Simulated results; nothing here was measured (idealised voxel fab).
This is a process module. Its name is voxel self aligned vias.
Cross-sectional view cut (width: 300 nm; square cell size: 5 nm).
A cross-section is written here as square cells arranged in a grid, and it is given in bands from the top down, each band taking up one or more rows of cells.
Basically the band line says how high the top is and how high the bottom is, in nm, and then what's in it from left to right, every material with its width in nm. Empty space shows up as "empty", and if a single material carries "edge to edge" it runs the full band edge to edge.
Height is counted from the level 0, under which the received wafer is composed throughout of one material. The lowest of the bands is not closed at the bottom but continues downward, in the notation "0 nm and below".
A width given as "30->40" starts at the first number in the band's top row and ends at the second number in its bottom row, shifting by an equal amount at every step from row to row.
The cross-section has no changed cell in any step marked "no alterations made".
Under "Enclosed empty spaces" you'll find the enclosed gaps, the ones with no way out to the top, that are 8 cells or bigger; each reads width x height at distance, with distance counted from the left edge, everything in nm.
Formally, on a step line, whatever follows the settings is a remark that the simulator itself makes on the step.
On any step carrying a mask, the "overlay nm" setting, if present on the step's line, tells how far right of its planned place the mask lay; negative values point to the left.
The remainder of this document consists of a sequence of paired cross-sections. Each pair presents the cross-section prior to one process step together with the cross-section following it, the latter being rendered only as deep as the lowest band that underwent change. The intervening step, together with its settings, is stated beneath each pair. Because the pairs may originate from different runs of this module on the same starting wafer, a given pair is to be read as continuing from the preceding pair only where its entry headed "Cross-section, before" so indicates.

# Cross-section, before
- 45 nm to 15 nm | lowk edge to edge
- 15 nm to 10 nm | SiCN edge to edge
- 10 nm to 0 nm | SiO2 edge to edge
- 0 nm and below | Si edge to edge
- Enclosed empty spaces: none

# Step Result
- 45 nm to 15 nm | lowk=75, empty=15, lowk=55, empty=15, lowk=55, empty=15, lowk=70
- Rest of section, below 15: as before.
- Enclosed empty spaces: none
Step sandwiched between the two cross-sections above: MASKED_ETCH, tone open, mask id LINES, width nm 15, pitch nm 70, etch materials lowk, depth nm 30, overlay nm 0

Cross-section, before: look at the pair above, its after cross-section is where this step starts.

# Step Result
- 50 nm to 45 nm | TiN=80, empty=5, TiN=65, empty=5, TiN=65, empty=5, TiN=75
- 45 nm to 20 nm | lowk=75, TiN=5, empty=5, TiN=5, lowk=55, TiN=5, empty=5, TiN=5, lowk=55, TiN=5, empty=5, TiN=5, lowk=70
- 20 nm to 15 nm | lowk=75, TiN=15, lowk=55, TiN=15, lowk=55, TiN=15, lowk=70
- Rest of section, below 15: as before.
- Enclosed empty spaces: none
Step sandwiched between the two cross-sections above: CONFORMAL_DEP, material TiN, thk nm 5

Cross-section, before: look at the pair above, its after cross-section is where this step starts.

# Step Result
- 60 nm to 50 nm | Ru edge to edge
- 50 nm to 45 nm | TiN=80, Ru=5, TiN=65, Ru=5, TiN=65, Ru=5, TiN=75
- 45 nm to 20 nm | lowk=75, TiN=5, Ru=5, TiN=5, lowk=55, TiN=5, Ru=5, TiN=5, lowk=55, TiN=5, Ru=5, TiN=5, lowk=70
- Rest of section, below 20: as before.
- Enclosed empty spaces: none
Step sandwiched between the two cross-sections above: FILL_DEP, material Ru, thk nm 10

Cross-section, before: look at the pair above, its after cross-section is where this step starts.

# Step Result
- 45 nm to 20 nm | lowk=75, TiN=5, Ru=5, TiN=5, lowk=55, TiN=5, Ru=5, TiN=5, lowk=55, TiN=5, Ru=5, TiN=5, lowk=70
- Rest of section, below 20: as before.
- Enclosed empty spaces: none
Step sandwiched between the two cross-sections above: CMP, height nm 45

Cross-section, before: look at the pair above, its after cross-section is where this step starts.

# Step Result
- 45 nm to 35 nm | lowk=75, empty=15, lowk=55, empty=15, lowk=55, empty=15, lowk=70
- Rest of section, below 35: as before.
- Enclosed empty spaces: none
Step sandwiched between the two cross-sections above: SELECTIVE_ETCH, etch materials W Ru TiN, depth nm 10

Cross-section, before: look at the pair above, its after cross-section is where this step starts.

# Step Result
- 50 nm to 45 nm | SiN edge to edge
- 45 nm to 35 nm | lowk=75, SiN=15, lowk=55, SiN=15, lowk=55, SiN=15, lowk=70
- Rest of section, below 35: as before.
- Enclosed empty spaces: none
Step sandwiched between the two cross-sections above: FILL_DEP, material SiN, thk nm 5

Cross-section, before: look at the pair above, its after cross-section is where this step starts.

# Step Result
- 45 nm to 35 nm | lowk=75, SiN=15, lowk=55, SiN=15, lowk=55, SiN=15, lowk=70
- Rest of section, below 35: as before.
- Enclosed empty spaces: none
Step sandwiched between the two cross-sections above: CMP, height nm 45

Cross-section, before: look at the pair above, its after cross-section is where this step starts.

# Step Result
- 65 nm to 45 nm | lowk edge to edge
- Rest of section, below 45: as before.
- Enclosed empty spaces: none
Step sandwiched between the two cross-sections above: DIRECTIONAL_DEP, material lowk, thk nm 20

Cross-section, before: look at the pair above, its after cross-section is where this step starts.

# Step Result
- 80 nm to 65 nm | aC edge to edge
- Rest of section, below 65: as before.
- Enclosed empty spaces: none
Step sandwiched between the two cross-sections above: DIRECTIONAL_DEP, material aC, thk nm 15

Cross-section, before: look at the pair above, its after cross-section is where this step starts.

# Step Result
- 110 nm to 80 nm | resist=60, empty=40, resist=100, empty=40, resist=60
- Rest of section, below 80: as before.
- Enclosed empty spaces: none
Step sandwiched between the two cross-sections above: PATTERN, tone open, mask id VIAS, material resist, width nm 40, pitch nm 140, thk nm 30, overlay nm 0

Cross-section, before: look at the pair above, its after cross-section is where this step starts.

# Step Result
- 95 nm to 80 nm | resist=60, empty=40, resist=100, empty=40, resist=60
- 80 nm to 65 nm | aC=60, empty=40, aC=100, empty=40, aC=60
- Rest of section, below 65: as before.
- Enclosed empty spaces: none
Step sandwiched between the two cross-sections above: DIRECTIONAL_ETCH, etch materials aC, depth nm 15

Cross-section, before: look at the pair above, its after cross-section is where this step starts.

# Step Result
- 80 nm to 65 nm | aC=60, empty=40, aC=100, empty=40, aC=60
- Rest of section, below 65: as before.
- Enclosed empty spaces: none
Step sandwiched between the two cross-sections above: STRIP, etch materials resist

Cross-section, before: look at the pair above, its after cross-section is where this step starts.

# Step Result
- 80 nm to 65 nm | aC=60, empty=40, aC=100, empty=40, aC=60
- 65 nm to 45 nm | lowk=60, empty=40, lowk=100, empty=40, lowk=60
- Rest of section, below 45: as before.
- Enclosed empty spaces: none
Step sandwiched between the two cross-sections above: DIRECTIONAL_ETCH, etch materials lowk, depth nm 20

Cross-section, before: look at the pair above, its after cross-section is where this step starts.

# Step Result
- 80 nm to 65 nm | aC=60, empty=40, aC=100, empty=40, aC=60
- 65 nm to 45 nm | lowk=60, empty=40, lowk=100, empty=40, lowk=60
- 45 nm to 35 nm | lowk=75, empty=15, lowk=55, SiN=15, lowk=55, empty=15, lowk=70
- Rest of section, below 35: as before.
- Enclosed empty spaces: none
Step sandwiched between the two cross-sections above: DIRECTIONAL_ETCH, etch materials SiN, depth nm 10

Cross-section, before: look at the pair above, its after cross-section is where this step starts.

# Step Result
- 65 nm to 45 nm | lowk=60, empty=40, lowk=100, empty=40, lowk=60
- Rest of section, below 45: as before.
- Enclosed empty spaces: none
Step sandwiched between the two cross-sections above: STRIP, etch materials aC

Cross-section, before: look at the pair above, its after cross-section is where this step starts.

# Step Result
- 70 nm to 65 nm | TiN=65, empty=30, TiN=110, empty=30, TiN=65
- 65 nm to 50 nm | lowk=60, TiN=5, empty=30, TiN=5, lowk=100, TiN=5, empty=30, TiN=5, lowk=60
- 50 nm to 45 nm | lowk=60, TiN=20, empty=5, TiN=15, lowk=100, TiN=20, empty=5, TiN=15, lowk=60
- 45 nm to 40 nm | lowk=75, TiN=5, empty=5, TiN=5, lowk=55, SiN=15, lowk=55, TiN=5, empty=5, TiN=5, lowk=70
- 40 nm to 35 nm | lowk=75, TiN=15, lowk=55, SiN=15, lowk=55, TiN=15, lowk=70
- Rest of section, below 35: as before.
- Enclosed empty spaces: none
Step sandwiched between the two cross-sections above: CONFORMAL_DEP, material TiN, thk nm 5

Cross-section, before: look at the pair above, its after cross-section is where this step starts.

# Step Result
- 75 nm to 70 nm | Cu edge to edge
- 70 nm to 65 nm | TiN=65, Cu=30, TiN=110, Cu=30, TiN=65
- 65 nm to 50 nm | lowk=60, TiN=5, Cu=30, TiN=5, lowk=100, TiN=5, Cu=30, TiN=5, lowk=60
- 50 nm to 45 nm | lowk=60, TiN=20, Cu=5, TiN=15, lowk=100, TiN=20, Cu=5, TiN=15, lowk=60
- 45 nm to 40 nm | lowk=75, TiN=5, Cu=5, TiN=5, lowk=55, SiN=15, lowk=55, TiN=5, Cu=5, TiN=5, lowk=70
- Rest of section, below 40: as before.
- Enclosed empty spaces: none
Step sandwiched between the two cross-sections above: FILL_DEP, material Cu, thk nm 5

Cross-section, before: look at the pair above, its after cross-section is where this step starts.

# Step Result
- 65 nm to 50 nm | lowk=60, TiN=5, Cu=30, TiN=5, lowk=100, TiN=5, Cu=30, TiN=5, lowk=60
- Rest of section, below 50: as before.
- Enclosed empty spaces: none
Step sandwiched between the two cross-sections above: CMP, height nm 65

Cross-section, before: look at the pair above, its after cross-section is where this step starts.

# Step Result
- 70 nm to 65 nm | SiCN edge to edge
- Rest of section, below 65: as before.
- Enclosed empty spaces: none
Step sandwiched between the two cross-sections above: CONFORMAL_DEP, material SiCN, thk nm 5

# Cross-section, before
- 80 nm to 65 nm | aC edge to edge
- 65 nm to 45 nm | lowk edge to edge
- 45 nm to 35 nm | lowk=70, SiN=20, lowk=50, SiN=20, lowk=50, SiN=20, lowk=70
- 35 nm to 20 nm | lowk=70, TiN=5, Ru=10, TiN=5, lowk=50, TiN=5, Ru=10, TiN=5, lowk=50, TiN=5, Ru=10, TiN=5, lowk=70
- 20 nm to 15 nm | lowk=70, TiN=20, lowk=50, TiN=20, lowk=50, TiN=20, lowk=70
- 15 nm to 10 nm | SiCN edge to edge
- 10 nm to 0 nm | SiO2 edge to edge
- 0 nm and below | Si edge to edge
- Enclosed empty spaces: none

# Step Result
- 110 nm to 80 nm | resist=50, empty=40, resist=100, empty=40, resist=70
- Rest of section, below 80: as before.
- Enclosed empty spaces: none
Step sandwiched between the two cross-sections above: PATTERN, tone open, mask id VIAS, material resist, width nm 40, pitch nm 140, thk nm 30, overlay nm -10

Cross-section, before: look at the pair above, its after cross-section is where this step starts.

# Step Result
- 95 nm to 80 nm | resist=50, empty=40, resist=100, empty=40, resist=70
- 80 nm to 65 nm | aC=50, empty=40, aC=100, empty=40, aC=70
- Rest of section, below 65: as before.
- Enclosed empty spaces: none
Step sandwiched between the two cross-sections above: DIRECTIONAL_ETCH, etch materials aC, depth nm 15

Cross-section, before: look at the pair above, its after cross-section is where this step starts.

# Step Result
- 80 nm to 65 nm | aC=50, empty=40, aC=100, empty=40, aC=70
- Rest of section, below 65: as before.
- Enclosed empty spaces: none
Step sandwiched between the two cross-sections above: STRIP, etch materials resist

Cross-section, before: look at the pair above, its after cross-section is where this step starts.

# Step Result
- 80 nm to 65 nm | aC=50, empty=40, aC=100, empty=40, aC=70
- 65 nm to 45 nm | lowk=50, empty=40, lowk=100, empty=40, lowk=70
- Rest of section, below 45: as before.
- Enclosed empty spaces: none
Step sandwiched between the two cross-sections above: DIRECTIONAL_ETCH, etch materials lowk, depth nm 20

Cross-section, before: look at the pair above, its after cross-section is where this step starts.

# Step Result
- 80 nm to 65 nm | aC=50, empty=40, aC=100, empty=40, aC=70
- 65 nm to 45 nm | lowk=50, empty=40, lowk=100, empty=40, lowk=70
- 45 nm to 35 nm | lowk=70, empty=20, lowk=50, SiN=20, lowk=50, empty=20, lowk=70
- Rest of section, below 35: as before.
- Enclosed empty spaces: none
Step sandwiched between the two cross-sections above: DIRECTIONAL_ETCH, etch materials SiN, depth nm 10

Cross-section, before: look at the pair above, its after cross-section is where this step starts.

# Step Result
- 65 nm to 45 nm | lowk=50, empty=40, lowk=100, empty=40, lowk=70
- Rest of section, below 45: as before.
- Enclosed empty spaces: none
Step sandwiched between the two cross-sections above: STRIP, etch materials aC

Cross-section, before: look at the pair above, its after cross-section is where this step starts.

# Step Result
- 70 nm to 65 nm | TiN=55, empty=30, TiN=110, empty=30, TiN=75
- 65 nm to 50 nm | lowk=50, TiN=5, empty=30, TiN=5, lowk=100, TiN=5, empty=30, TiN=5, lowk=70
- 50 nm to 45 nm | lowk=50, TiN=25, empty=10, TiN=5, lowk=100, TiN=25, empty=10, TiN=5, lowk=70
- 45 nm to 40 nm | lowk=70, TiN=5, empty=10, TiN=5, lowk=50, SiN=20, lowk=50, TiN=5, empty=10, TiN=5, lowk=70
- 40 nm to 35 nm | lowk=70, TiN=20, lowk=50, SiN=20, lowk=50, TiN=20, lowk=70
- Rest of section, below 35: as before.
- Enclosed empty spaces: none
Step sandwiched between the two cross-sections above: CONFORMAL_DEP, material TiN, thk nm 5

Cross-section, before: look at the pair above, its after cross-section is where this step starts.

# Step Result
- 75 nm to 70 nm | Cu edge to edge
- 70 nm to 65 nm | TiN=55, Cu=30, TiN=110, Cu=30, TiN=75
- 65 nm to 50 nm | lowk=50, TiN=5, Cu=30, TiN=5, lowk=100, TiN=5, Cu=30, TiN=5, lowk=70
- 50 nm to 45 nm | lowk=50, TiN=25, Cu=10, TiN=5, lowk=100, TiN=25, Cu=10, TiN=5, lowk=70
- 45 nm to 40 nm | lowk=70, TiN=5, Cu=10, TiN=5, lowk=50, SiN=20, lowk=50, TiN=5, Cu=10, TiN=5, lowk=70
- Rest of section, below 40: as before.
- Enclosed empty spaces: none
Step sandwiched between the two cross-sections above: FILL_DEP, material Cu, thk nm 5

Cross-section, before: look at the pair above, its after cross-section is where this step starts.

# Step Result
- 65 nm to 50 nm | lowk=50, TiN=5, Cu=30, TiN=5, lowk=100, TiN=5, Cu=30, TiN=5, lowk=70
- Rest of section, below 50: as before.
- Enclosed empty spaces: none
Step sandwiched between the two cross-sections above: CMP, height nm 65

Cross-section, before: look at the pair above, its after cross-section is where this step starts.

# Step Result
- 70 nm to 65 nm | SiCN edge to edge
- Rest of section, below 65: as before.
- Enclosed empty spaces: none
Step sandwiched between the two cross-sections above: CONFORMAL_DEP, material SiCN, thk nm 5

# Cross-section, before
- 45 nm to 15 nm | lowk=70, empty=20, lowk=50, empty=20, lowk=50, empty=20, lowk=70
- 15 nm to 10 nm | SiCN edge to edge
- 10 nm to 0 nm | SiO2 edge to edge
- 0 nm and below | Si edge to edge
- Enclosed empty spaces: none

# Step Result
- 50 nm to 45 nm | SiCN=75, empty=10, SiCN=60, empty=10, SiCN=60, empty=10, SiCN=75
- 45 nm to 20 nm | lowk=70, SiCN=5, empty=10, SiCN=5, lowk=50, SiCN=5, empty=10, SiCN=5, lowk=50, SiCN=5, empty=10, SiCN=5, lowk=70
- 20 nm to 15 nm | lowk=70, SiCN=20, lowk=50, SiCN=20, lowk=50, SiCN=20, lowk=70
- Rest of section, below 15: as before.
- Enclosed empty spaces: none
Step sandwiched between the two cross-sections above: CONFORMAL_DEP, material SiCN, thk nm 5

Cross-section, before: look at the pair above, its after cross-section is where this step starts.

# Step Result
- 60 nm to 50 nm | Ru edge to edge
- 50 nm to 45 nm | SiCN=75, Ru=10, SiCN=60, Ru=10, SiCN=60, Ru=10, SiCN=75
- 45 nm to 20 nm | lowk=70, SiCN=5, Ru=10, SiCN=5, lowk=50, SiCN=5, Ru=10, SiCN=5, lowk=50, SiCN=5, Ru=10, SiCN=5, lowk=70
- Rest of section, below 20: as before.
- Enclosed empty spaces: none
Step sandwiched between the two cross-sections above: FILL_DEP, material Ru, thk nm 10

Cross-section, before: look at the pair above, its after cross-section is where this step starts.

# Step Result
- 45 nm to 20 nm | lowk=70, SiCN=5, Ru=10, SiCN=5, lowk=50, SiCN=5, Ru=10, SiCN=5, lowk=50, SiCN=5, Ru=10, SiCN=5, lowk=70
- Rest of section, below 20: as before.
- Enclosed empty spaces: none
Step sandwiched between the two cross-sections above: CMP, height nm 45

Cross-section, before: look at the pair above, its after cross-section is where this step starts.

# Step Result
- 45 nm to 35 nm | lowk=70, SiCN=5, empty=10, SiCN=5, lowk=50, SiCN=5, empty=10, SiCN=5, lowk=50, SiCN=5, empty=10, SiCN=5, lowk=70
- Rest of section, below 35: as before.
- Enclosed empty spaces: none
Step sandwiched between the two cross-sections above: SELECTIVE_ETCH, etch materials W Ru TiN, depth nm 10

Cross-section, before: look at the pair above, its after cross-section is where this step starts.

# Step Result
- 50 nm to 45 nm | SiN edge to edge
- 45 nm to 35 nm | lowk=70, SiCN=5, SiN=10, SiCN=5, lowk=50, SiCN=5, SiN=10, SiCN=5, lowk=50, SiCN=5, SiN=10, SiCN=5, lowk=70
- Rest of section, below 35: as before.
- Enclosed empty spaces: none
Step sandwiched between the two cross-sections above: FILL_DEP, material SiN, thk nm 5

Cross-section, before: look at the pair above, its after cross-section is where this step starts.

# Step Result
- 45 nm to 35 nm | lowk=70, SiCN=5, SiN=10, SiCN=5, lowk=50, SiCN=5, SiN=10, SiCN=5, lowk=50, SiCN=5, SiN=10, SiCN=5, lowk=70
- Rest of section, below 35: as before.
- Enclosed empty spaces: none
Step sandwiched between the two cross-sections above: CMP, height nm 45

Cross-section, before: look at the pair above, its after cross-section is where this step starts.

# Step Result
- 65 nm to 45 nm | lowk edge to edge
- Rest of section, below 45: as before.
- Enclosed empty spaces: none
Step sandwiched between the two cross-sections above: DIRECTIONAL_DEP, material lowk, thk nm 20

Cross-section, before: look at the pair above, its after cross-section is where this step starts.

# Step Result
- 80 nm to 65 nm | aC edge to edge
- Rest of section, below 65: as before.
- Enclosed empty spaces: none
Step sandwiched between the two cross-sections above: DIRECTIONAL_DEP, material aC, thk nm 15

Cross-section, before: look at the pair above, its after cross-section is where this step starts.

# Step Result
- 110 nm to 80 nm | resist=60, empty=40, resist=100, empty=40, resist=60
- Rest of section, below 80: as before.
- Enclosed empty spaces: none
Step sandwiched between the two cross-sections above: PATTERN, tone open, mask id VIAS, material resist, width nm 40, pitch nm 140, thk nm 30, overlay nm 0

Cross-section, before: look at the pair above, its after cross-section is where this step starts.

# Step Result
- 95 nm to 80 nm | resist=60, empty=40, resist=100, empty=40, resist=60
- 80 nm to 65 nm | aC=60, empty=40, aC=100, empty=40, aC=60
- Rest of section, below 65: as before.
- Enclosed empty spaces: none
Step sandwiched between the two cross-sections above: DIRECTIONAL_ETCH, etch materials aC, depth nm 15

Cross-section, before: look at the pair above, its after cross-section is where this step starts.

# Step Result
- 80 nm to 65 nm | aC=60, empty=40, aC=100, empty=40, aC=60
- Rest of section, below 65: as before.
- Enclosed empty spaces: none
Step sandwiched between the two cross-sections above: STRIP, etch materials resist

Cross-section, before: look at the pair above, its after cross-section is where this step starts.

# Step Result
- 80 nm to 65 nm | aC=60, empty=40, aC=100, empty=40, aC=60
- 65 nm to 45 nm | lowk=60, empty=40, lowk=100, empty=40, lowk=60
- Rest of section, below 45: as before.
- Enclosed empty spaces: none
Step sandwiched between the two cross-sections above: DIRECTIONAL_ETCH, etch materials lowk, depth nm 20

Cross-section, before: look at the pair above, its after cross-section is where this step starts.

# Step Result
- 80 nm to 65 nm | aC=60, empty=40, aC=100, empty=40, aC=60
- 65 nm to 45 nm | lowk=60, empty=40, lowk=100, empty=40, lowk=60
- 45 nm to 35 nm | lowk=70, SiCN=5, empty=10, SiCN=5, lowk=50, SiCN=5, SiN=10, SiCN=5, lowk=50, SiCN=5, empty=10, SiCN=5, lowk=70
- Rest of section, below 35: as before.
- Enclosed empty spaces: none
Step sandwiched between the two cross-sections above: DIRECTIONAL_ETCH, etch materials SiN, depth nm 10

Cross-section, before: look at the pair above, its after cross-section is where this step starts.

# Step Result
- 65 nm to 45 nm | lowk=60, empty=40, lowk=100, empty=40, lowk=60
- Rest of section, below 45: as before.
- Enclosed empty spaces: none
Step sandwiched between the two cross-sections above: STRIP, etch materials aC

Cross-section, before: look at the pair above, its after cross-section is where this step starts.

# Step Result
- 70 nm to 65 nm | TiN=65, empty=30, TiN=110, empty=30, TiN=65
- 65 nm to 50 nm | lowk=60, TiN=5, empty=30, TiN=5, lowk=100, TiN=5, empty=30, TiN=5, lowk=60
- 50 nm to 45 nm | lowk=60, TiN=40, lowk=100, TiN=40, lowk=60
- 45 nm to 35 nm | lowk=70, SiCN=5, TiN=10, SiCN=5, lowk=50, SiCN=5, SiN=10, SiCN=5, lowk=50, SiCN=5, TiN=10, SiCN=5, lowk=70
- Rest of section, below 35: as before.
- Enclosed empty spaces: none
Step sandwiched between the two cross-sections above: CONFORMAL_DEP, material TiN, thk nm 5

Cross-section, before: look at the pair above, its after cross-section is where this step starts.

# Step Result
- 75 nm to 70 nm | Cu edge to edge
- 70 nm to 65 nm | TiN=65, Cu=30, TiN=110, Cu=30, TiN=65
- 65 nm to 50 nm | lowk=60, TiN=5, Cu=30, TiN=5, lowk=100, TiN=5, Cu=30, TiN=5, lowk=60
- Rest of section, below 50: as before.
- Enclosed empty spaces: none
Step sandwiched between the two cross-sections above: FILL_DEP, material Cu, thk nm 5

Cross-section, before: look at the pair above, its after cross-section is where this step starts.

# Step Result
- 65 nm to 50 nm | lowk=60, TiN=5, Cu=30, TiN=5, lowk=100, TiN=5, Cu=30, TiN=5, lowk=60
- Rest of section, below 50: as before.
- Enclosed empty spaces: none
Step sandwiched between the two cross-sections above: CMP, height nm 65

Cross-section, before: look at the pair above, its after cross-section is where this step starts.

# Step Result
- 70 nm to 65 nm | SiCN edge to edge
- Rest of section, below 65: as before.
- Enclosed empty spaces: none
Step sandwiched between the two cross-sections above: CONFORMAL_DEP, material SiCN, thk nm 5

# Cross-section, before
- 45 nm to 15 nm | lowk edge to edge
- 15 nm to 10 nm | SiCN edge to edge
- 10 nm to 0 nm | SiO2 edge to edge
- 0 nm and below | Si edge to edge
- Enclosed empty spaces: none

# Step Result
- 45 nm to 15 nm | empty=70, lowk=20, empty=50, lowk=20, empty=50, lowk=20, empty=70
- Rest of section, below 15: as before.
- Enclosed empty spaces: none
Step sandwiched between the two cross-sections above: MASKED_ETCH, tone cover, mask id LINES, width nm 20, pitch nm 70, etch materials lowk, depth nm 30, overlay nm 0

Cross-section, before: look at the pair above, its after cross-section is where this step starts.

# Step Result
- 50 nm to 45 nm | empty=65, TiN=30, empty=40, TiN=30, empty=40, TiN=30, empty=65
- 45 nm to 20 nm | empty=65, TiN=5, lowk=20, TiN=5, empty=40, TiN=5, lowk=20, TiN=5, empty=40, TiN=5, lowk=20, TiN=5, empty=65
- 20 nm to 15 nm | TiN=70, lowk=20, TiN=50, lowk=20, TiN=50, lowk=20, TiN=70
- Rest of section, below 15: as before.
- Enclosed empty spaces: none
Step sandwiched between the two cross-sections above: CONFORMAL_DEP, material TiN, thk nm 5

Cross-section, before: look at the pair above, its after cross-section is where this step starts.

# Step Result
- 60 nm to 50 nm | Ru edge to edge
- 50 nm to 45 nm | Ru=65, TiN=30, Ru=40, TiN=30, Ru=40, TiN=30, Ru=65
- 45 nm to 20 nm | Ru=65, TiN=5, lowk=20, TiN=5, Ru=40, TiN=5, lowk=20, TiN=5, Ru=40, TiN=5, lowk=20, TiN=5, Ru=65
- Rest of section, below 20: as before.
- Enclosed empty spaces: none
Step sandwiched between the two cross-sections above: FILL_DEP, material Ru, thk nm 10

Cross-section, before: look at the pair above, its after cross-section is where this step starts.

# Step Result
- 45 nm to 20 nm | Ru=65, TiN=5, lowk=20, TiN=5, Ru=40, TiN=5, lowk=20, TiN=5, Ru=40, TiN=5, lowk=20, TiN=5, Ru=65
- Rest of section, below 20: as before.
- Enclosed empty spaces: none
Step sandwiched between the two cross-sections above: CMP, height nm 45

Cross-section, before: look at the pair above, its after cross-section is where this step starts.

# Step Result
- 45 nm to 35 nm | empty=70, lowk=20, empty=50, lowk=20, empty=50, lowk=20, empty=70
- Rest of section, below 35: as before.
- Enclosed empty spaces: none
Step sandwiched between the two cross-sections above: SELECTIVE_ETCH, etch materials W Ru TiN, depth nm 10

Cross-section, before: look at the pair above, its after cross-section is where this step starts.

# Step Result
- 50 nm to 45 nm | SiN edge to edge
- 45 nm to 35 nm | SiN=70, lowk=20, SiN=50, lowk=20, SiN=50, lowk=20, SiN=70
- Rest of section, below 35: as before.
- Enclosed empty spaces: none
Step sandwiched between the two cross-sections above: FILL_DEP, material SiN, thk nm 5

Cross-section, before: look at the pair above, its after cross-section is where this step starts.

# Step Result
- 45 nm to 35 nm | SiN=70, lowk=20, SiN=50, lowk=20, SiN=50, lowk=20, SiN=70
- Rest of section, below 35: as before.
- Enclosed empty spaces: none
Step sandwiched between the two cross-sections above: CMP, height nm 45

Cross-section, before: look at the pair above, its after cross-section is where this step starts.

# Step Result
- 65 nm to 45 nm | lowk edge to edge
- Rest of section, below 45: as before.
- Enclosed empty spaces: none
Step sandwiched between the two cross-sections above: DIRECTIONAL_DEP, material lowk, thk nm 20

Cross-section, before: look at the pair above, its after cross-section is where this step starts.

# Step Result
- 80 nm to 65 nm | aC edge to edge
- Rest of section, below 65: as before.
- Enclosed empty spaces: none
Step sandwiched between the two cross-sections above: DIRECTIONAL_DEP, material aC, thk nm 15

Cross-section, before: look at the pair above, its after cross-section is where this step starts.

# Step Result
- 110 nm to 80 nm | resist=60, empty=40, resist=100, empty=40, resist=60
- Rest of section, below 80: as before.
- Enclosed empty spaces: none
Step sandwiched between the two cross-sections above: PATTERN, tone open, mask id VIAS, material resist, width nm 40, pitch nm 140, thk nm 30, overlay nm 0

Cross-section, before: look at the pair above, its after cross-section is where this step starts.

# Step Result
- 95 nm to 80 nm | resist=60, empty=40, resist=100, empty=40, resist=60
- 80 nm to 65 nm | aC=60, empty=40, aC=100, empty=40, aC=60
- Rest of section, below 65: as before.
- Enclosed empty spaces: none
Step sandwiched between the two cross-sections above: DIRECTIONAL_ETCH, etch materials aC, depth nm 15

Cross-section, before: look at the pair above, its after cross-section is where this step starts.

# Step Result
- 80 nm to 65 nm | aC=60, empty=40, aC=100, empty=40, aC=60
- Rest of section, below 65: as before.
- Enclosed empty spaces: none
Step sandwiched between the two cross-sections above: STRIP, etch materials resist

Cross-section, before: look at the pair above, its after cross-section is where this step starts.

# Step Result
- 80 nm to 65 nm | aC=60, empty=40, aC=100, empty=40, aC=60
- 65 nm to 45 nm | lowk=60, empty=40, lowk=100, empty=40, lowk=60
- Rest of section, below 45: as before.
- Enclosed empty spaces: none
Step sandwiched between the two cross-sections above: DIRECTIONAL_ETCH, etch materials lowk, depth nm 20

Cross-section, before: look at the pair above, its after cross-section is where this step starts.

# Step Result
- 80 nm to 65 nm | aC=60, empty=40, aC=100, empty=40, aC=60
- 65 nm to 45 nm | lowk=60, empty=40, lowk=100, empty=40, lowk=60
- 45 nm to 35 nm | SiN=60, empty=10, lowk=20, empty=10, SiN=40, lowk=20, SiN=40, empty=10, lowk=20, empty=10, SiN=60
- Rest of section, below 35: as before.
- Enclosed empty spaces: none
Step sandwiched between the two cross-sections above: DIRECTIONAL_ETCH, etch materials SiN, depth nm 10

Cross-section, before: look at the pair above, its after cross-section is where this step starts.

# Step Result
- 65 nm to 45 nm | lowk=60, empty=40, lowk=100, empty=40, lowk=60
- Rest of section, below 45: as before.
- Enclosed empty spaces: none
Step sandwiched between the two cross-sections above: STRIP, etch materials aC

Cross-section, before: look at the pair above, its after cross-section is where this step starts.

# Step Result
- 70 nm to 65 nm | TiN=65, empty=30, TiN=110, empty=30, TiN=65
- 65 nm to 50 nm | lowk=60, TiN=5, empty=30, TiN=5, lowk=100, TiN=5, empty=30, TiN=5, lowk=60
- 50 nm to 45 nm | lowk=60, TiN=40, lowk=100, TiN=40, lowk=60
- 45 nm to 35 nm | SiN=60, TiN=10, lowk=20, TiN=10, SiN=40, lowk=20, SiN=40, TiN=10, lowk=20, TiN=10, SiN=60
- Rest of section, below 35: as before.
- Enclosed empty spaces: none
Step sandwiched between the two cross-sections above: CONFORMAL_DEP, material TiN, thk nm 5

Cross-section, before: look at the pair above, its after cross-section is where this step starts.

# Step Result
- 75 nm to 70 nm | Cu edge to edge
- 70 nm to 65 nm | TiN=65, Cu=30, TiN=110, Cu=30, TiN=65
- 65 nm to 50 nm | lowk=60, TiN=5, Cu=30, TiN=5, lowk=100, TiN=5, Cu=30, TiN=5, lowk=60
- Rest of section, below 50: as before.
- Enclosed empty spaces: none
Step sandwiched between the two cross-sections above: FILL_DEP, material Cu, thk nm 5

Cross-section, before: look at the pair above, its after cross-section is where this step starts.

# Step Result
- 65 nm to 50 nm | lowk=60, TiN=5, Cu=30, TiN=5, lowk=100, TiN=5, Cu=30, TiN=5, lowk=60
- Rest of section, below 50: as before.
- Enclosed empty spaces: none
Step sandwiched between the two cross-sections above: CMP, height nm 65

Cross-section, before: look at the pair above, its after cross-section is where this step starts.

# Step Result
- 70 nm to 65 nm | SiCN edge to edge
- Rest of section, below 65: as before.
- Enclosed empty spaces: none
Step sandwiched between the two cross-sections above: CONFORMAL_DEP, material SiCN, thk nm 5
